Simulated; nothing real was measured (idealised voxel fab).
process module | voxel transistor to metal
cross-section cut | 205 nm wide | cells 5 nm
A cross-section is a grid of square cells, given in bands from the top down. A band is one or more rows of cells.
Each band's line starts with the height of the band's top and of its bottom, in nm. Then come its materials from left to right, each with its width in nm. One material with "throughout" fills the band from edge to edge. "air" is empty space.
Height 0 is the level under which the wafer as received is all one material. The lowest band goes on downwards, as in "0 down".
A width such as "30 to 40" changes by the same amount from each row of cells to the next, from the band's top row to its bottom row.
"no change" after a step means that no cell of the cross-section changed.
closed voids: empty space of 8 cells or more with no open way to the top, each as width x height at its distance from the left edge, in nm
after a step's settings: what the simulator itself notes on the step
overlay nm, on a step with a mask: how far to the right of its planned place the mask lay; to the left if negative
plan
1 op RECEIVE | material Si
2 op CONFORMAL_DEP | material SiO2 | thk nm 5
3 op CONFORMAL_DEP | material SiN | thk nm 10
4 op DIRECTIONAL_DEP | material aC | thk nm 15
5 op PATTERN | tone cover | mask id ACTIVE | material resist | width nm 110 | thk nm 35 | overlay nm 0
6 op DIRECTIONAL_ETCH | etch materials aC | depth nm 15
7 op STRIP | etch materials resist
8 op DIRECTIONAL_ETCH | etch materials SiN | depth nm 10
9 op DIRECTIONAL_ETCH | etch materials SiO2 | depth nm 5
10 op DIRECTIONAL_ETCH | etch materials Si | depth nm 35
11 op STRIP | etch materials aC
12 op OXIDIZE | depth nm 5
13 op FILL_DEP | material SiO2 | thk nm 10
14 op CMP | height nm 15
15 op SELECTIVE_ETCH | etch materials SiO2 | depth nm 10
16 op STRIP | etch materials SiN
17 op SELECTIVE_ETCH | etch materials SiO2 | depth nm 5
18 op OXIDIZE | depth nm 5
19 op DIRECTIONAL_DEP | material polySi | thk nm 25
20 op DIRECTIONAL_DEP | material SiCN | thk nm 10
21 op DIRECTIONAL_DEP | material aC | thk nm 10
22 op PATTERN | tone cover | mask id GATE | material resist | width nm 20 | thk nm 25 | overlay nm 0
23 op DIRECTIONAL_ETCH | etch materials aC | depth nm 10
24 op STRIP | etch materials resist
25 op DIRECTIONAL_ETCH | etch materials SiCN | depth nm 20
26 op DIRECTIONAL_ETCH | etch materials polySi | depth nm 35
27 op STRIP | etch materials aC
28 op CONFORMAL_DEP | material SiO2 | thk nm 5
29 op DIRECTIONAL_ETCH | etch materials SiO2 | depth nm 5
30 op CONFORMAL_DEP | material SiN | thk nm 10
31 op DIRECTIONAL_ETCH | etch materials SiN | depth nm 10
32 op DIRECTIONAL_ETCH | etch materials SiO2 | depth nm 5
33 op EPI | material pSi | thk nm 5
34 op FILL_DEP | material SiO2 | thk nm 10
35 op CMP | height nm 35
36 op DIRECTIONAL_DEP | material SiO2 | thk nm 15
37 op MASKED_ETCH | tone open | mask id CONTACT | width nm 30 | pitch nm 60 | etch materials SiO2 | depth nm 50 | overlay nm 0
38 op CONFORMAL_DEP | material TiN | thk nm 5
39 op FILL_DEP | material Ru | thk nm 5
40 op CMP | height nm 50
41 op CONFORMAL_DEP | material SiCN | thk nm 5
42 op DIRECTIONAL_DEP | material SiO2 | thk nm 15
43 op MASKED_ETCH | tone open | mask id METAL_1 | width nm 15 | pitch nm 75 | etch materials SiO2 | depth nm 15 | overlay nm 0
44 op MASKED_ETCH | tone open | mask id METAL_1 | width nm 15 | pitch nm 75 | etch materials SiCN | depth nm 5 | overlay nm 0
45 op CONFORMAL_DEP | material TiN | thk nm 5
46 op FILL_DEP | material Ru | thk nm 10
47 op CMP | height nm 70
48 op CONFORMAL_DEP | material SiCN | thk nm 5
49 op DIRECTIONAL_DEP | material SiO2 | thk nm 30
50 op PATTERN | tone open | mask id METAL_2 | material resist | width nm 15 | pitch nm 75 | thk nm 15 | overlay nm 0
51 op DIRECTIONAL_ETCH | etch materials SiO2 | depth nm 20
52 op STRIP | etch materials resist
53 op MASKED_ETCH | tone open | mask id METAL_2_HOLES | width nm 15 | pitch nm 75 | etch materials SiO2 | depth nm 10 | overlay nm 0
54 op MASKED_ETCH | tone open | mask id METAL_2_HOLES | width nm 15 | pitch nm 75 | etch materials SiCN | depth nm 5 | overlay nm 0
55 op CONFORMAL_DEP | material TiN | thk nm 5
56 op FILL_DEP | material Ru | thk nm 10
57 op CMP | height nm 105
58 op CONFORMAL_DEP | material SiCN | thk nm 5
as received, after step 1
  0 down: Si throughout
  closed voids: none
first wafer at the end, as planned
  110 to 105: SiCN throughout
  105 to 75: SiO2 55 | TiN 5 | Ru 5 | TiN 5 | SiO2 60 | TiN 5 | Ru 5 | TiN 5 | SiO2 60
  75 to 70: SiCN 55 | TiN 15 | SiCN 60 | TiN 15 | SiCN 60
  70 to 55: SiO2 55 | TiN 5 | Ru 5 | TiN 5 | SiO2 60 | TiN 5 | Ru 5 | TiN 5 | SiO2 60
  55 to 50: SiCN 55 | TiN 15 | SiCN 60 | TiN 15 | SiCN 60
  50 to 40: SiO2 55 | TiN 5 | Ru 20 | TiN 5 | SiO2 30 | TiN 5 | Ru 20 | TiN 5 | SiO2 60
  40 to 35: SiO2 55 | TiN 5 | Ru 10 | TiN 15 | SiO2 30 | TiN 15 | Ru 10 | TiN 5 | SiO2 60
  35 to 25: SiO2 55 | TiN 5 | Ru 10 | TiN 5 | SiN 10 | SiO2 5 | SiCN 20 | SiO2 5 | SiN 10 | TiN 5 | Ru 10 | TiN 5 | SiO2 60
  25 to 5: SiO2 55 | TiN 5 | Ru 10 | TiN 5 | SiN 10 | SiO2 5 | polySi 20 | SiO2 5 | SiN 10 | TiN 5 | Ru 10 | TiN 5 | SiO2 60
  5 to 0: SiO2 55 | TiN 20 | SiN 10 | SiO2 5 | polySi 20 | SiO2 5 | SiN 10 | TiN 20 | SiO2 60
  0 to -5: SiO2 45 | pSi 30 | SiO2 50 | pSi 30 | SiO2 50
  -5 to -40: SiO2 50 | Si 100 | SiO2 55
  -40 down: Si throughout
  closed voids: none
second wafer at the end: like start, like plan, one mistake
  110 to 105: SiCN throughout
  105 to 80: SiO2 55 | TiN 5 | Ru 5 | TiN 5 | SiO2 60 | TiN 5 | Ru 5 | TiN 5 | SiO2 60
  80 to 75: SiO2 55 | TiN 15 | SiO2 60 | TiN 15 | SiO2 60
  75 to 70: SiO2 throughout
  70 to 55: SiO2 55 | TiN 5 | Ru 5 | TiN 5 | SiO2 60 | TiN 5 | Ru 5 | TiN 5 | SiO2 60
  55 to 50: SiCN 55 | TiN 15 | SiCN 60 | TiN 15 | SiCN 60
  50 to 40: SiO2 55 | TiN 5 | Ru 20 | TiN 5 | SiO2 30 | TiN 5 | Ru 20 | TiN 5 | SiO2 60
  40 to 35: SiO2 55 | TiN 5 | Ru 10 | TiN 15 | SiO2 30 | TiN 15 | Ru 10 | TiN 5 | SiO2 60
  35 to 25: SiO2 55 | TiN 5 | Ru 10 | TiN 5 | SiN 10 | SiO2 5 | SiCN 20 | SiO2 5 | SiN 10 | TiN 5 | Ru 10 | TiN 5 | SiO2 60
  25 to 5: SiO2 55 | TiN 5 | Ru 10 | TiN 5 | SiN 10 | SiO2 5 | polySi 20 | SiO2 5 | SiN 10 | TiN 5 | Ru 10 | TiN 5 | SiO2 60
  5 to 0: SiO2 55 | TiN 20 | SiN 10 | SiO2 5 | polySi 20 | SiO2 5 | SiN 10 | TiN 20 | SiO2 60
  0 to -5: SiO2 45 | pSi 30 | SiO2 50 | pSi 30 | SiO2 50
  -5 to -40: SiO2 50 | Si 100 | SiO2 55
  -40 down: Si throughout
  closed voids: none
what went wrong: step 48 ran as: op CONFORMAL_DEP | material SiO2 | thk nm 5
at the end the second wafer has, in cells: 2 fewer of Ru | 35 fewer of SiCN | 41 more of SiO2 | 4 fewer of TiN
